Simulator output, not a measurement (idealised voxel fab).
Process module name: voxel self aligned contacts
This is section cut - it's 250 nm across, gridded in 5 nm square cells.
Cross-section, as written here: a square-cell grid given band by band from the top down, where a band holds one or more rows of cells. First you get the band's top height and its bottom height, in nm, and then the materials it's made of, left to right, with each width in nm. If you see a single material with "full width", that one covers the band edge to edge. "empty" is empty space. Zero point of the height axis is 0; under it, received wafer = one material. Lowest band: continues down indefinitely, "0..down". Width "30->40": first value at the band's top row of cells, second value at its bottom row, equal change from row to row. Step note "no modifications" = no cross-section cell changed. "Trapped voids": sealed empty spaces, 8 cells or more, no open way to top, listed width x height at distance, with distance from the left edge and width, height and distance in nm. Note: text after step settings on the step line = simulator remark on that step. overlay nm: on a step with a mask, how far right of its planned place the mask lay; negative means left. Structure of the following material. The material consists of pairs of cross-sections. Each pair comprises the cross-section before one process step and the cross-section after that step, the latter shown only down to the lowest band that changed. The step between the cross-sections is specified beneath each pair, including its settings. Pairs are not necessarily consecutive: they may derive from different runs of this module performed on the same starting wafer. Continuity with the pair above is to be assumed only where the entry headed "before" of the pair in question states it.

## before
0..down  Si full width
Trapped voids: none

## after
5..0  SiO2 full width
Nothing below the height 0 has changed.
Trapped voids: none
Process step (between the before and after cross-sections above): CONFORMAL_DEP with material SiO2, thk nm 5

before: cross-section not repeated; it is the one shown after the step in the pair just above.

## after
35..5  polySi full width
Nothing below the height 5 has changed.
Trapped voids: none
Process step (between the before and after cross-sections above): DIRECTIONAL_DEP with material polySi, thk nm 30

before: cross-section not repeated; it is the one shown after the step in the pair just above.

## after
55..35  SiN full width
Nothing below the height 35 has changed.
Trapped voids: none
Process step (between the before and after cross-sections above): DIRECTIONAL_DEP with material SiN, thk nm 20

before: cross-section not repeated; it is the one shown after the step in the pair just above.

## after
55..35  empty (45), SiN (25), empty (40), SiN (25), empty (40), SiN (25), empty (50)
Nothing below the height 35 has changed.
Trapped voids: none
Process step (between the before and after cross-sections above): MASKED_ETCH with tone cover, mask id GATE, width nm 25, pitch nm 65, etch materials SiN, depth nm 20, overlay nm 0

before: cross-section not repeated; it is the one shown after the step in the pair just above.

## after
55..35  empty (45), SiN (25), empty (40), SiN (25), empty (40), SiN (25), empty (50)
35..5  empty (45), polySi (25), empty (40), polySi (25), empty (40), polySi (25), empty (50)
Nothing below the height 5 has changed.
Trapped voids: none
Process step (between the before and after cross-sections above): MASKED_ETCH with tone cover, mask id GATE, width nm 25, pitch nm 65, etch materials polySi, depth nm 30, overlay nm 0

before: cross-section not repeated; it is the one shown after the step in the pair just above.

## after
65..35  empty (35), SiN (45), empty (20), SiN (45), empty (20), SiN (45), empty (40)
35..15  empty (35), SiN (10), polySi (25), SiN (10), empty (20), SiN (10), polySi (25), SiN (10), empty (20), SiN (10), polySi (25), SiN (10), empty (40)
15..5  SiN (45), polySi (25), SiN (40), polySi (25), SiN (40), polySi (25), SiN (50)
Nothing below the height 5 has changed.
Trapped voids: none
Process step (between the before and after cross-sections above): CONFORMAL_DEP with material SiN, thk nm 10

before: cross-section not repeated; it is the one shown after the step in the pair just above.

## after
55..35  empty (35), SiN (45), empty (20), SiN (45), empty (20), SiN (45), empty (40)
35..5  empty (35), SiN (10), polySi (25), SiN (10), empty (20), SiN (10), polySi (25), SiN (10), empty (20), SiN (10), polySi (25), SiN (10), empty (40)
Nothing below the height 5 has changed.
Trapped voids: none
Process step (between the before and after cross-sections above): DIRECTIONAL_ETCH with etch materials SiN, depth nm 10

before: cross-section not repeated; it is the one shown after the step in the pair just above.

## after
70..55  SiO2 full width
55..35  SiO2 (35), SiN (45), SiO2 (20), SiN (45), SiO2 (20), SiN (45), SiO2 (40)
35..5  SiO2 (35), SiN (10), polySi (25), SiN (10), SiO2 (20), SiN (10), polySi (25), SiN (10), SiO2 (20), SiN (10), polySi (25), SiN (10), SiO2 (40)
Nothing below the height 5 has changed.
Trapped voids: none
Process step (between the before and after cross-sections above): FILL_DEP with material SiO2, thk nm 15

before: cross-section not repeated; it is the one shown after the step in the pair just above.

## after
60..55  SiO2 full width
Nothing below the height 55 has changed.
Trapped voids: none
Process step (between the before and after cross-sections above): CMP with height nm 60

before: cross-section not repeated; it is the one shown after the step in the pair just above.

## after
80..60  resist (65), empty (50), resist (15), empty (50), resist (70)
Nothing below the height 60 has changed.
Trapped voids: none
Process step (between the before and after cross-sections above): PATTERN with tone open, mask id CONTACT, material resist, width nm 50, pitch nm 65, thk nm 20, overlay nm 0

before: cross-section not repeated; it is the one shown after the step in the pair just above.

## after
80..60  resist (65), empty (50), resist (15), empty (50), resist (70)
60..55  SiO2 (65), empty (50), SiO2 (15), empty (50), SiO2 (70)
55..35  SiO2 (35), SiN (45), empty (20), SiN (45), empty (20), SiN (45), SiO2 (40)
35..5  SiO2 (35), SiN (10), polySi (25), SiN (10), empty (20), SiN (10), polySi (25), SiN (10), empty (20), SiN (10), polySi (25), SiN (10), SiO2 (40)
5..0  SiO2 (80), empty (20), SiO2 (45), empty (20), SiO2 (85)
Nothing below the height 0 has changed.
Trapped voids: none
Process step (between the before and after cross-sections above): DIRECTIONAL_ETCH with etch materials SiO2, depth nm 60

before: cross-section not repeated; it is the one shown after the step in the pair just above.

## after
60..55  SiO2 (65), empty (50), SiO2 (15), empty (50), SiO2 (70)
Nothing below the height 55 has changed.
Trapped voids: none
Process step (between the before and after cross-sections above): STRIP with etch materials resist

before: cross-section not repeated; it is the one shown after the step in the pair just above.

## after
65..60  TiN (70), empty (40), TiN (25), empty (40), TiN (75)
60..55  SiO2 (65), TiN (20), empty (10), TiN (20), SiO2 (15), TiN (20), empty (10), TiN (20), SiO2 (70)
55..35  SiO2 (35), SiN (45), TiN (5), empty (10), TiN (5), SiN (45), TiN (5), empty (10), TiN (5), SiN (45), SiO2 (40)
35..5  SiO2 (35), SiN (10), polySi (25), SiN (10), TiN (5), empty (10), TiN (5), SiN (10), polySi (25), SiN (10), TiN (5), empty (10), TiN (5), SiN (10), polySi (25), SiN (10), SiO2 (40)
5..0  SiO2 (80), TiN (20), SiO2 (45), TiN (20), SiO2 (85)
Nothing below the height 0 has changed.
Trapped voids: none
Process step (between the before and after cross-sections above): CONFORMAL_DEP with material TiN, thk nm 5

before: cross-section not repeated; it is the one shown after the step in the pair just above.

## after
70..65  W full width
65..60  TiN (70), W (40), TiN (25), W (40), TiN (75)
60..55  SiO2 (65), TiN (20), W (10), TiN (20), SiO2 (15), TiN (20), W (10), TiN (20), SiO2 (70)
55..35  SiO2 (35), SiN (45), TiN (5), W (10), TiN (5), SiN (45), TiN (5), W (10), TiN (5), SiN (45), SiO2 (40)
35..5  SiO2 (35), SiN (10), polySi (25), SiN (10), TiN (5), W (10), TiN (5), SiN (10), polySi (25), SiN (10), TiN (5), W (10), TiN (5), SiN (10), polySi (25), SiN (10), SiO2 (40)
Nothing below the height 5 has changed.
Trapped voids: none
Process step (between the before and after cross-sections above): FILL_DEP with material W, thk nm 5

before: cross-section not repeated; it is the one shown after the step in the pair just above.

## after
60..55  SiO2 (65), TiN (20), W (10), TiN (20), SiO2 (15), TiN (20), W (10), TiN (20), SiO2 (70)
Nothing below the height 55 has changed.
Trapped voids: none
Process step (between the before and after cross-sections above): CMP with height nm 60

before: cross-section not repeated; it is the one shown after the step in the pair just above.

## after
65..60  SiN full width
Nothing below the height 60 has changed.
Trapped voids: none
Process step (between the before and after cross-sections above): CONFORMAL_DEP with material SiN, thk nm 5

## before
55..35  empty (45), SiN (25), empty (40), SiN (25), empty (40), SiN (25), empty (50)
35..5  empty (45), polySi (25), empty (40), polySi (25), empty (40), polySi (25), empty (50)
5..0  SiO2 full width
0..down  Si full width
Trapped voids: none

## after
45..35  empty (45), SiN (25), empty (40), SiN (25), empty (40), SiN (25), empty (50)
Nothing below the height 35 has changed.
Trapped voids: none
Process step (between the before and after cross-sections above): DIRECTIONAL_ETCH with etch materials SiN, depth nm 10

before: cross-section not repeated; it is the one shown after the step in the pair just above.

## after
60..45  SiO2 full width
45..35  SiO2 (45), SiN (25), SiO2 (40), SiN (25), SiO2 (40), SiN (25), SiO2 (50)
35..5  SiO2 (45), polySi (25), SiO2 (40), polySi (25), SiO2 (40), polySi (25), SiO2 (50)
Nothing below the height 5 has changed.
Trapped voids: none
Process step (between the before and after cross-sections above): FILL_DEP with material SiO2, thk nm 15

before: cross-section not repeated; it is the one shown after the step in the pair just above.

## after
80..60  resist (65), empty (50), resist (15), empty (50), resist (70)
Nothing below the height 60 has changed.
Trapped voids: none
Process step (between the before and after cross-sections above): PATTERN with tone open, mask id CONTACT, material resist, width nm 50, pitch nm 65, thk nm 20, overlay nm 0

before: cross-section not repeated; it is the one shown after the step in the pair just above.

## after
80..60  resist (65), empty (50), resist (15), empty (50), resist (70)
60..45  SiO2 (65), empty (50), SiO2 (15), empty (50), SiO2 (70)
45..35  SiO2 (45), SiN (25), empty (40), SiN (25), empty (40), SiN (25), SiO2 (50)
35..5  SiO2 (45), polySi (25), empty (40), polySi (25), empty (40), polySi (25), SiO2 (50)
5..0  SiO2 (70), empty (40), SiO2 (25), empty (40), SiO2 (75)
Nothing below the height 0 has changed.
Trapped voids: none
Process step (between the before and after cross-sections above): DIRECTIONAL_ETCH with etch materials SiO2, depth nm 60

before: cross-section not repeated; it is the one shown after the step in the pair just above.

## after
60..45  SiO2 (65), empty (50), SiO2 (15), empty (50), SiO2 (70)
Nothing below the height 45 has changed.
Trapped voids: none
Process step (between the before and after cross-sections above): STRIP with etch materials resist

before: cross-section not repeated; it is the one shown after the step in the pair just above.

## after
65..60  TiN (70), empty (40), TiN (25), empty (40), TiN (75)
60..50  SiO2 (65), TiN (5), empty (40), TiN (5), SiO2 (15), TiN (5), empty (40), TiN (5), SiO2 (70)
50..45  SiO2 (65), TiN (10), empty (30), TiN (10), SiO2 (15), TiN (10), empty (30), TiN (10), SiO2 (70)
45..35  SiO2 (45), SiN (25), TiN (5), empty (30), TiN (5), SiN (25), TiN (5), empty (30), TiN (5), SiN (25), SiO2 (50)
35..5  SiO2 (45), polySi (25), TiN (5), empty (30), TiN (5), polySi (25), TiN (5), empty (30), TiN (5), polySi (25), SiO2 (50)
5..0  SiO2 (70), TiN (40), SiO2 (25), TiN (40), SiO2 (75)
Nothing below the height 0 has changed.
Trapped voids: none
Process step (between the before and after cross-sections above): CONFORMAL_DEP with material TiN, thk nm 5

before: cross-section not repeated; it is the one shown after the step in the pair just above.

## after
70..65  W full width
65..60  TiN (70), W (40), TiN (25), W (40), TiN (75)
60..50  SiO2 (65), TiN (5), W (40), TiN (5), SiO2 (15), TiN (5), W (40), TiN (5), SiO2 (70)
50..45  SiO2 (65), TiN (10), W (30), TiN (10), SiO2 (15), TiN (10), W (30), TiN (10), SiO2 (70)
45..35  SiO2 (45), SiN (25), TiN (5), W (30), TiN (5), SiN (25), TiN (5), W (30), TiN (5), SiN (25), SiO2 (50)
35..5  SiO2 (45), polySi (25), TiN (5), W (30), TiN (5), polySi (25), TiN (5), W (30), TiN (5), polySi (25), SiO2 (50)
Nothing below the height 5 has changed.
Trapped voids: none
Process step (between the before and after cross-sections above): FILL_DEP with material W, thk nm 5

before: cross-section not repeated; it is the one shown after the step in the pair just above.

## after
60..50  SiO2 (65), TiN (5), W (40), TiN (5), SiO2 (15), TiN (5), W (40), TiN (5), SiO2 (70)
Nothing below the height 50 has changed.
Trapped voids: none
Process step (between the before and after cross-sections above): CMP with height nm 60

before: cross-section not repeated; it is the one shown after the step in the pair just above.

## after
65..60  SiN full width
Nothing below the height 60 has changed.
Trapped voids: none
Process step (between the before and after cross-sections above): CONFORMAL_DEP with material SiN, thk nm 5

## before
55..35  SiN full width
35..5  polySi full width
5..0  SiO2 full width
0..down  Si full width
Trapped voids: none

## after
75..35  SiN full width
Nothing below the height 35 has changed.
Trapped voids: none
Process step (between the before and after cross-sections above): DIRECTIONAL_DEP with material SiN, thk nm 20

before: cross-section not repeated; it is the one shown after the step in the pair just above.

## after
75..55  empty (45), SiN (25), empty (40), SiN (25), empty (40), SiN (25), empty (50)
Nothing below the height 55 has changed.
Trapped voids: none
Process step (between the before and after cross-sections above): MASKED_ETCH with tone cover, mask id GATE, width nm 25, pitch nm 65, etch materials SiN, depth nm 20, overlay nm 0

before: cross-section not repeated; it is the one shown after the step in the pair just above.

## after
85..65  empty (35), SiN (45), empty (20), SiN (45), empty (20), SiN (45), empty (40)
65..35  SiN full width
Nothing below the height 35 has changed.
Trapped voids: none
Process step (between the before and after cross-sections above): CONFORMAL_DEP with material SiN, thk nm 10

before: cross-section not repeated; it is the one shown after the step in the pair just above.

## after
75..55  empty (35), SiN (45), empty (20), SiN (45), empty (20), SiN (45), empty (40)
Nothing below the height 55 has changed.
Trapped voids: none
Process step (between the before and after cross-sections above): DIRECTIONAL_ETCH with etch materials SiN, depth nm 10

before: cross-section not repeated; it is the one shown after the step in the pair just above.

## after
90..75  SiO2 full width
75..55  SiO2 (35), SiN (45), SiO2 (20), SiN (45), SiO2 (20), SiN (45), SiO2 (40)
Nothing below the height 55 has changed.
Trapped voids: none
Process step (between the before and after cross-sections above): FILL_DEP with material SiO2, thk nm 15

before: cross-section not repeated; it is the one shown after the step in the pair just above.

## after
60..55  SiO2 (35), SiN (45), SiO2 (20), SiN (45), SiO2 (20), SiN (45), SiO2 (40)
Nothing below the height 55 has changed.
Trapped voids: none
Process step (between the before and after cross-sections above): CMP with height nm 60

before: cross-section not repeated; it is the one shown after the step in the pair just above.

## after
80..60  resist (65), empty (50), resist (15), empty (50), resist (70)
Nothing below the height 60 has changed.
Trapped voids: none
Process step (between the before and after cross-sections above): PATTERN with tone open, mask id CONTACT, material resist, width nm 50, pitch nm 65, thk nm 20, overlay nm 0

before: cross-section not repeated; it is the one shown after the step in the pair just above.

## after
80..60  resist (65), empty (50), resist (15), empty (50), resist (70)
60..55  SiO2 (35), SiN (45), empty (20), SiN (45), empty (20), SiN (45), SiO2 (40)
Nothing below the height 55 has changed.
Trapped voids: none
Process step (between the before and after cross-sections above): DIRECTIONAL_ETCH with etch materials SiO2, depth nm 60

before: cross-section not repeated; it is the one shown after the step in the pair just above.

## after
60..55  SiO2 (35), SiN (45), empty (20), SiN (45), empty (20), SiN (45), SiO2 (40)
Nothing below the height 55 has changed.
Trapped voids: none
Process step (between the before and after cross-sections above): STRIP with etch materials resist

before: cross-section not repeated; it is the one shown after the step in the pair just above.

## after
65..60  TiN (85), empty (10), TiN (55), empty (10), TiN (90)
60..55  SiO2 (35), SiN (45), TiN (20), SiN (45), TiN (20), SiN (45), SiO2 (40)
Nothing below the height 55 has changed.
Trapped voids: none
Process step (between the before and after cross-sections above): CONFORMAL_DEP with material TiN, thk nm 5

before: cross-section not repeated; it is the one shown after the step in the pair just above.

## after
70..65  W full width
65..60  TiN (85), W (10), TiN (55), W (10), TiN (90)
Nothing below the height 60 has changed.
Trapped voids: none
Process step (between the before and after cross-sections above): FILL_DEP with material W, thk nm 5

before: cross-section not repeated; it is the one shown after the step in the pair just above.

## after
60..55  SiO2 (35), SiN (45), TiN (20), SiN (45), TiN (20), SiN (45), SiO2 (40)
Nothing below the height 55 has changed.
Trapped voids: none
Process step (between the before and after cross-sections above): CMP with height nm 60

before: cross-section not repeated; it is the one shown after the step in the pair just above.

## after
65..60  SiN full width
Nothing below the height 60 has changed.
Trapped voids: none
Process step (between the before and after cross-sections above): CONFORMAL_DEP with material SiN, thk nm 5

## before
45..35  empty (45), SiN (25), empty (40), SiN (25), empty (40), SiN (25), empty (50)
35..5  empty (45), polySi (25), empty (40), polySi (25), empty (40), polySi (25), empty (50)
5..0  SiO2 full width
0..down  Si full width
Trapped voids: none

## after
55..35  empty (35), SiN (45), empty (20), SiN (45), empty (20), SiN (45), empty (40)
35..15  empty (35), SiN (10), polySi (25), SiN (10), empty (20), SiN (10), polySi (25), SiN (10), empty (20), SiN (10), polySi (25), SiN (10), empty (40)
15..5  SiN (45), polySi (25), SiN (40), polySi (25), SiN (40), polySi (25), SiN (50)
Nothing below the height 5 has changed.
Trapped voids: none
Process step (between the before and after cross-sections above): CONFORMAL_DEP with material SiN, thk nm 10

before: cross-section not repeated; it is the one shown after the step in the pair just above.

## after
70..55  SiO2 full width
55..35  SiO2 (35), SiN (45), SiO2 (20), SiN (45), SiO2 (20), SiN (45), SiO2 (40)
35..15  SiO2 (35), SiN (10), polySi (25), SiN (10), SiO2 (20), SiN (10), polySi (25), SiN (10), SiO2 (20), SiN (10), polySi (25), SiN (10), SiO2 (40)
Nothing below the height 15 has changed.
Trapped voids: none
Process step (between the before and after cross-sections above): FILL_DEP with material SiO2, thk nm 15

before: cross-section not repeated; it is the one shown after the step in the pair just above.

## after
60..55  SiO2 full width
Nothing below the height 55 has changed.
Trapped voids: none
Process step (between the before and after cross-sections above): CMP with height nm 60

before: cross-section not repeated; it is the one shown after the step in the pair just above.

## after
80..60  resist (65), empty (50), resist (15), empty (50), resist (70)
Nothing below the height 60 has changed.
Trapped voids: none
Process step (between the before and after cross-sections above): PATTERN with tone open, mask id CONTACT, material resist, width nm 50, pitch nm 65, thk nm 20, overlay nm 0

before: cross-section not repeated; it is the one shown after the step in the pair just above.

## after
80..60  resist (65), empty (50), resist (15), empty (50), resist (70)
60..55  SiO2 (65), empty (50), SiO2 (15), empty (50), SiO2 (70)
55..35  SiO2 (35), SiN (45), empty (20), SiN (45), empty (20), SiN (45), SiO2 (40)
35..15  SiO2 (35), SiN (10), polySi (25), SiN (10), empty (20), SiN (10), polySi (25), SiN (10), empty (20), SiN (10), polySi (25), SiN (10), SiO2 (40)
Nothing below the height 15 has changed.
Trapped voids: none
Process step (between the before and after cross-sections above): DIRECTIONAL_ETCH with etch materials SiO2, depth nm 60

before: cross-section not repeated; it is the one shown after the step in the pair just above.

## after
60..55  SiO2 (65), empty (50), SiO2 (15), empty (50), SiO2 (70)
Nothing below the height 55 has changed.
Trapped voids: none
Process step (between the before and after cross-sections above): STRIP with etch materials resist

before: cross-section not repeated; it is the one shown after the step in the pair just above.

## after
65..60  TiN (70), empty (40), TiN (25), empty (40), TiN (75)
60..55  SiO2 (65), TiN (20), empty (10), TiN (20), SiO2 (15), TiN (20), empty (10), TiN (20), SiO2 (70)
55..35  SiO2 (35), SiN (45), TiN (5), empty (10), TiN (5), SiN (45), TiN (5), empty (10), TiN (5), SiN (45), SiO2 (40)
35..20  SiO2 (35), SiN (10), polySi (25), SiN (10), TiN (5), empty (10), TiN (5), SiN (10), polySi (25), SiN (10), TiN (5), empty (10), TiN (5), SiN (10), polySi (25), SiN (10), SiO2 (40)
20..15  SiO2 (35), SiN (10), polySi (25), SiN (10), TiN (20), SiN (10), polySi (25), SiN (10), TiN (20), SiN (10), polySi (25), SiN (10), SiO2 (40)
Nothing below the height 15 has changed.
Trapped voids: none
Process step (between the before and after cross-sections above): CONFORMAL_DEP with material TiN, thk nm 5

before: cross-section not repeated; it is the one shown after the step in the pair just above.

## after
70..65  W full width
65..60  TiN (70), W (40), TiN (25), W (40), TiN (75)
60..55  SiO2 (65), TiN (20), W (10), TiN (20), SiO2 (15), TiN (20), W (10), TiN (20), SiO2 (70)
55..35  SiO2 (35), SiN (45), TiN (5), W (10), TiN (5), SiN (45), TiN (5), W (10), TiN (5), SiN (45), SiO2 (40)
35..20  SiO2 (35), SiN (10), polySi (25), SiN (10), TiN (5), W (10), TiN (5), SiN (10), polySi (25), SiN (10), TiN (5), W (10), TiN (5), SiN (10), polySi (25), SiN (10), SiO2 (40)
Nothing below the height 20 has changed.
Trapped voids: none
Process step (between the before and after cross-sections above): FILL_DEP with material W, thk nm 5

before: cross-section not repeated; it is the one shown after the step in the pair just above.

## after
60..55  SiO2 (65), TiN (20), W (10), TiN (20), SiO2 (15), TiN (20), W (10), TiN (20), SiO2 (70)
Nothing below the height 55 has changed.
Trapped voids: none
Process step (between the before and after cross-sections above): CMP with height nm 60

before: cross-section not repeated; it is the one shown after the step in the pair just above.

## after
65..60  SiN full width
Nothing below the height 60 has changed.
Trapped voids: none
Process step (between the before and after cross-sections above): CONFORMAL_DEP with material SiN, thk nm 5

## before
70..65  W full width
65..60  TiN (70), W (40), TiN (25), W (40), TiN (75)
60..55  SiO2 (65), TiN (20), W (10), TiN (20), SiO2 (15), TiN (20), W (10), TiN (20), SiO2 (70)
55..35  SiO2 (35), SiN (45), TiN (5), W (10), TiN (5), SiN (45), TiN (5), W (10), TiN (5), SiN (45), SiO2 (40)
35..5  SiO2 (35), SiN (10), polySi (25), SiN (10), TiN (5), W (10), TiN (5), SiN (10), polySi (25), SiN (10), TiN (5), W (10), TiN (5), SiN (10), polySi (25), SiN (10), SiO2 (40)
5..0  SiO2 (80), TiN (20), SiO2 (45), TiN (20), SiO2 (85)
0..down  Si full width
Trapped voids: none

## after
50..35  SiO2 (35), SiN (45), TiN (5), W (10), TiN (5), SiN (45), TiN (5), W (10), TiN (5), SiN (45), SiO2 (40)
Nothing below the height 35 has changed.
Trapped voids: none
Process step (between the before and after cross-sections above): CMP with height nm 50

before: cross-section not repeated; it is the one shown after the step in the pair just above.

## after
55..50  SiN full width
Nothing below the height 50 has changed.
Trapped voids: none
Process step (between the before and after cross-sections above): CONFORMAL_DEP with material SiN, thk nm 5

## before
55..35  SiN full width
35..5  polySi full width
5..0  SiO2 full width
0..down  Si full width
Trapped voids: none

## after
55..35  empty (40), SiN (35), empty (30), SiN (35), empty (30), SiN (35), empty (45)
Nothing below the height 35 has changed.
Trapped voids: none
Process step (between the before and after cross-sections above): MASKED_ETCH with tone cover, mask id GATE, width nm 35, pitch nm 65, etch materials SiN, depth nm 20, overlay nm 0

before: cross-section not repeated; it is the one shown after the step in the pair just above.

## after
55..35  empty (40), SiN (35), empty (30), SiN (35), empty (30), SiN (35), empty (45)
35..5  empty (40), polySi (35), empty (30), polySi (35), empty (30), polySi (35), empty (45)
Nothing below the height 5 has changed.
Trapped voids: none
Process step (between the before and after cross-sections above): MASKED_ETCH with tone cover, mask id GATE, width nm 25, pitch nm 65, etch materials polySi, depth nm 30, overlay nm 0

before: cross-section not repeated; it is the one shown after the step in the pair just above.

## after
65..35  empty (30), SiN (55), empty (10), SiN (55), empty (10), SiN (55), empty (35)
35..15  empty (30), SiN (10), polySi (35), SiN (10), empty (10), SiN (10), polySi (35), SiN (10), empty (10), SiN (10), polySi (35), SiN (10), empty (35)
15..5  SiN (40), polySi (35), SiN (30), polySi (35), SiN (30), polySi (35), SiN (45)
Nothing below the height 5 has changed.
Trapped voids: none
Process step (between the before and after cross-sections above): CONFORMAL_DEP with material SiN, thk nm 10

before: cross-section not repeated; it is the one shown after the step in the pair just above.

## after
55..35  empty (30), SiN (55), empty (10), SiN (55), empty (10), SiN (55), empty (35)
35..5  empty (30), SiN (10), polySi (35), SiN (10), empty (10), SiN (10), polySi (35), SiN (10), empty (10), SiN (10), polySi (35), SiN (10), empty (35)
Nothing below the height 5 has changed.
Trapped voids: none
Process step (between the before and after cross-sections above): DIRECTIONAL_ETCH with etch materials SiN, depth nm 10

before: cross-section not repeated; it is the one shown after the step in the pair just above.

## after
70..55  SiO2 full width
55..35  SiO2 (30), SiN (55), SiO2 (10), SiN (55), SiO2 (10), SiN (55), SiO2 (35)
35..5  SiO2 (30), SiN (10), polySi (35), SiN (10), SiO2 (10), SiN (10), polySi (35), SiN (10), SiO2 (10), SiN (10), polySi (35), SiN (10), SiO2 (35)
Nothing below the height 5 has changed.
Trapped voids: none
Process step (between the before and after cross-sections above): FILL_DEP with material SiO2, thk nm 15

before: cross-section not repeated; it is the one shown after the step in the pair just above.

## after
60..55  SiO2 full width
Nothing below the height 55 has changed.
Trapped voids: none
Process step (between the before and after cross-sections above): CMP with height nm 60

before: cross-section not repeated; it is the one shown after the step in the pair just above.

## after
80..60  resist (65), empty (50), resist (15), empty (50), resist (70)
Nothing below the height 60 has changed.
Trapped voids: none
Process step (between the before and after cross-sections above): PATTERN with tone open, mask id CONTACT, material resist, width nm 50, pitch nm 65, thk nm 20, overlay nm 0

before: cross-section not repeated; it is the one shown after the step in the pair just above.

## after
80..60  resist (65), empty (50), resist (15), empty (50), resist (70)
60..55  SiO2 (65), empty (50), SiO2 (15), empty (50), SiO2 (70)
55..35  SiO2 (30), SiN (55), empty (10), SiN (55), empty (10), SiN (55), SiO2 (35)
35..5  SiO2 (30), SiN (10), polySi (35), SiN (10), empty (10), SiN (10), polySi (35), SiN (10), empty (10), SiN (10), polySi (35), SiN (10), SiO2 (35)
5..0  SiO2 (85), empty (10), SiO2 (55), empty (10), SiO2 (90)
Nothing below the height 0 has changed.
Trapped voids: none
Process step (between the before and after cross-sections above): DIRECTIONAL_ETCH with etch materials SiO2, depth nm 60

before: cross-section not repeated; it is the one shown after the step in the pair just above.

## after
60..55  SiO2 (65), empty (50), SiO2 (15), empty (50), SiO2 (70)
Nothing below the height 55 has changed.
Trapped voids: none
Process step (between the before and after cross-sections above): STRIP with etch materials resist

before: cross-section not repeated; it is the one shown after the step in the pair just above.

## after
65..60  TiN (70), empty (40), TiN (25), empty (40), TiN (75)
60..55  SiO2 (65), TiN (50), SiO2 (15), TiN (50), SiO2 (70)
55..35  SiO2 (30), SiN (55), TiN (10), SiN (55), TiN (10), SiN (55), SiO2 (35)
35..5  SiO2 (30), SiN (10), polySi (35), SiN (10), TiN (10), SiN (10), polySi (35), SiN (10), TiN (10), SiN (10), polySi (35), SiN (10), SiO2 (35)
5..0  SiO2 (85), TiN (10), SiO2 (55), TiN (10), SiO2 (90)
Nothing below the height 0 has changed.
Trapped voids: none
Process step (between the before and after cross-sections above): CONFORMAL_DEP with material TiN, thk nm 5

before: cross-section not repeated; it is the one shown after the step in the pair just above.

## after
70..65  W full width
65..60  TiN (70), W (40), TiN (25), W (40), TiN (75)
Nothing below the height 60 has changed.
Trapped voids: none
Process step (between the before and after cross-sections above): FILL_DEP with material W, thk nm 5

before: cross-section not repeated; it is the one shown after the step in the pair just above.

## after
60..55  SiO2 (65), TiN (50), SiO2 (15), TiN (50), SiO2 (70)
Nothing below the height 55 has changed.
Trapped voids: none
Process step (between the before and after cross-sections above): CMP with height nm 60

before: cross-section not repeated; it is the one shown after the step in the pair just above.

## after
65..60  SiN full width
Nothing below the height 60 has changed.
Trapped voids: none
Process step (between the before and after cross-sections above): CONFORMAL_DEP with material SiN, thk nm 5

## before
60..55  SiO2 full width
55..35  SiO2 (35), SiN (45), SiO2 (20), SiN (45), SiO2 (20), SiN (45), SiO2 (40)
35..5  SiO2 (35), SiN (10), polySi (25), SiN (10), SiO2 (20), SiN (10), polySi (25), SiN (10), SiO2 (20), SiN (10), polySi (25), SiN (10), SiO2 (40)
5..0  SiO2 full width
0..down  Si full width
Trapped voids: none

## after
80..60  resist (60), empty (50), resist (15), empty (50), resist (75)
Nothing below the height 60 has changed.
Trapped voids: none
Process step (between the before and after cross-sections above): PATTERN with tone open, mask id CONTACT, material resist, width nm 50, pitch nm 65, thk nm 20, overlay nm -5

before: cross-section not repeated; it is the one shown after the step in the pair just above.

## after
80..60  resist (60), empty (50), resist (15), empty (50), resist (75)
60..55  SiO2 (60), empty (50), SiO2 (15), empty (50), SiO2 (75)
55..35  SiO2 (35), SiN (45), empty (20), SiN (45), empty (20), SiN (45), SiO2 (40)
35..5  SiO2 (35), SiN (10), polySi (25), SiN (10), empty (20), SiN (10), polySi (25), SiN (10), empty (20), SiN (10), polySi (25), SiN (10), SiO2 (40)
5..0  SiO2 (80), empty (20), SiO2 (45), empty (20), SiO2 (85)
Nothing below the height 0 has changed.
Trapped voids: none
Process step (between the before and after cross-sections above): DIRECTIONAL_ETCH with etch materials SiO2, depth nm 60

before: cross-section not repeated; it is the one shown after the step in the pair just above.

## after
60..55  SiO2 (60), empty (50), SiO2 (15), empty (50), SiO2 (75)
Nothing below the height 55 has changed.
Trapped voids: none
Process step (between the before and after cross-sections above): STRIP with etch materials resist

before: cross-section not repeated; it is the one shown after the step in the pair just above.

## after
65..60  TiN (65), empty (40), TiN (25), empty (40), TiN (80)
60..55  SiO2 (60), TiN (25), empty (10), TiN (15), SiO2 (15), TiN (25), empty (10), TiN (15), SiO2 (75)
55..35  SiO2 (35), SiN (45), TiN (5), empty (10), TiN (5), SiN (45), TiN (5), empty (10), TiN (5), SiN (45), SiO2 (40)
35..5  SiO2 (35), SiN (10), polySi (25), SiN (10), TiN (5), empty (10), TiN (5), SiN (10), polySi (25), SiN (10), TiN (5), empty (10), TiN (5), SiN (10), polySi (25), SiN (10), SiO2 (40)
5..0  SiO2 (80), TiN (20), SiO2 (45), TiN (20), SiO2 (85)
Nothing below the height 0 has changed.
Trapped voids: none
Process step (between the before and after cross-sections above): CONFORMAL_DEP with material TiN, thk nm 5

before: cross-section not repeated; it is the one shown after the step in the pair just above.

## after
70..65  W full width
65..60  TiN (65), W (40), TiN (25), W (40), TiN (80)
60..55  SiO2 (60), TiN (25), W (10), TiN (15), SiO2 (15), TiN (25), W (10), TiN (15), SiO2 (75)
55..35  SiO2 (35), SiN (45), TiN (5), W (10), TiN (5), SiN (45), TiN (5), W (10), TiN (5), SiN (45), SiO2 (40)
35..5  SiO2 (35), SiN (10), polySi (25), SiN (10), TiN (5), W (10), TiN (5), SiN (10), polySi (25), SiN (10), TiN (5), W (10), TiN (5), SiN (10), polySi (25), SiN (10), SiO2 (40)
Nothing below the height 5 has changed.
Trapped voids: none
Process step (between the before and after cross-sections above): FILL_DEP with material W, thk nm 5

before: cross-section not repeated; it is the one shown after the step in the pair just above.

## after
60..55  SiO2 (60), TiN (25), W (10), TiN (15), SiO2 (15), TiN (25), W (10), TiN (15), SiO2 (75)
Nothing below the height 55 has changed.
Trapped voids: none
Process step (between the before and after cross-sections above): CMP with height nm 60

before: cross-section not repeated; it is the one shown after the step in the pair just above.

## after
65..60  SiN full width
Nothing below the height 60 has changed.
Trapped voids: none
Process step (between the before and after cross-sections above): CONFORMAL_DEP with material SiN, thk nm 5
